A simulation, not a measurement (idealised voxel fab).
process module | voxel fin reveal
cross-section cut | 275 nm wide | cells 5 nm
A cross-section is a grid of square cells, given in bands from the top down. A band is one or more rows of cells.
Each band's line starts with the height of the band's top and of its bottom, in nm. Then come its materials from left to right, each with its width in nm. One material with "throughout" fills the band from edge to edge. "air" is empty space.
Height 0 is the level under which the wafer as received is all one material. The lowest band goes on downwards, as in "0 down".
A width such as "30 to 40" changes by the same amount from each row of cells to the next, from the band's top row to its bottom row.
"no change" after a step means that no cell of the cross-section changed.
closed voids: empty space of 8 cells or more with no open way to the top, each as width x height at its distance from the left edge, in nm
after a step's settings: what the simulator itself notes on the step
overlay nm, on a step with a mask: how far to the right of its planned place the mask lay; to the left if negative
plan
1 op RECEIVE | material Si
2 op CONFORMAL_DEP | material SiN | thk nm 5
3 op PATTERN | tone cover | mask id FINS | material resist | width nm 15 | pitch nm 35 | thk nm 20 | overlay nm 0
4 op DIRECTIONAL_ETCH | etch materials SiN | depth nm 5
5 op DIRECTIONAL_ETCH | etch materials Si | depth nm 40
6 op STRIP | etch materials resist
7 op OXIDIZE | depth nm 5
8 op FILL_DEP | material SiO2 | thk nm 15
9 op CMP | height nm 5
10 op SELECTIVE_ETCH | etch materials SiO2 | depth nm 35
11 op STRIP | etch materials SiN
as received, after step 1
  0 down: Si throughout
  closed voids: none
first wafer at the end, as planned
  0 to -30: air 115 | Si 5 | air 30 | Si 5 | air 120
  -30 to -45: SiO2 115 | Si 5 | SiO2 30 | Si 5 | SiO2 120
  -45 down: Si throughout
  closed voids: none
second wafer at the end: like start, like plan, one mistake
  0 to -30: air 115 | Si 10 | air 25 | Si 10 | air 115
  -30 to -45: SiO2 115 | Si 10 | SiO2 25 | Si 10 | SiO2 115
  -45 down: Si throughout
  closed voids: none
what went wrong: step 3 ran as: op PATTERN | tone cover | mask id FINS | material resist | width nm 20 | pitch nm 35 | thk nm 20 | overlay nm 0
at the end the second wafer has, in cells: 18 more of Si | 6 fewer of SiO2
